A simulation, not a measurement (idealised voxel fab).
Process module name: voxel spacer lines
In the cross-section labelled cut, the width is 185 nm and each square cell is 5 nm.
Think of the cross-section as a grid of square cells. We describe it in bands, top to bottom, and each band covers one or more rows of those cells.
Each band's line starts with the height of the band's top and of its bottom, in nm. Then come its materials from left to right, each with its width in nm. One material with "full width" fills the band from edge to edge. "empty" is empty space.
A quick word on heights: they are counted from 0, and under that level the wafer as it came to us is one material throughout. The lowest band is different from the rest in having no bottom; it simply continues downward, written as in "0 and below".
It should be noted that a width expressed as "30..40" varies in equal increments from row to row of cells within the band, taking the value of the first number at the top row and that of the second number at the bottom row.
Any step labelled "same as before" changed none of the cells in the cross-section.
Under "Closed-off voids" you'll find the enclosed gaps, the ones with no way out to the top, that are 8 cells or bigger; each reads width x height at distance, with distance counted from the left edge, everything in nm.
On a step's line, text after the settings is the simulator commenting on that step.
The optional step-line setting "overlay nm" applies to steps with a mask and quantifies how far to the right of its planned location the mask lay, a negative value indicating leftward placement.

Steps planned for the process
step 1: RECEIVE, material Si
step 2: CONFORMAL_DEP, material Al2O3, thk nm 5
step 3: DIRECTIONAL_DEP, material SiN, thk nm 10
step 4: DIRECTIONAL_DEP, material polySi, thk nm 30
step 5: PATTERN, tone cover, mask id MANDREL, material resist, width nm 15, pitch nm 50, thk nm 40, overlay nm 0
step 6: DIRECTIONAL_ETCH, etch materials polySi, depth nm 30
step 7: STRIP, etch materials resist
step 8: CONFORMAL_DEP, material SiO2, thk nm 10
step 9: DIRECTIONAL_ETCH, etch materials SiO2, depth nm 10
step 10: STRIP, etch materials polySi
step 11: DIRECTIONAL_ETCH, etch materials SiN, depth nm 10
step 12: STRIP, etch materials SiO2

Cross-section, incoming material, after step 1
  0 and below  Si full width
  Closed-off voids: none

first wafer at the end, as planned
  15 down to 5  empty 50 nm, SiN 10 nm, empty 15 nm, SiN 10 nm, empty 15 nm, SiN 10 nm, empty 15 nm, SiN 10 nm, empty 50 nm
  5 down to 0  Al2O3 full width
  0 and below  Si full width
  Closed-off voids: none

Here's the second of our two wafers sectioned at module end. Same start as the first, same plan, but one mistake got made running it
  10 down to 0  empty 50 nm, SiN 10 nm, empty 15 nm, SiN 10 nm, empty 15 nm, SiN 10 nm, empty 15 nm, SiN 10 nm, empty 50 nm
  0 and below  Si full width
  Closed-off voids: none
It is concluded that the wafer was processed incorrectly with respect to the plan, in that plan step 2: skipped, not run
At the finish, the second wafer shows more or fewer cells for some materials than the first does: Al2O3 -37
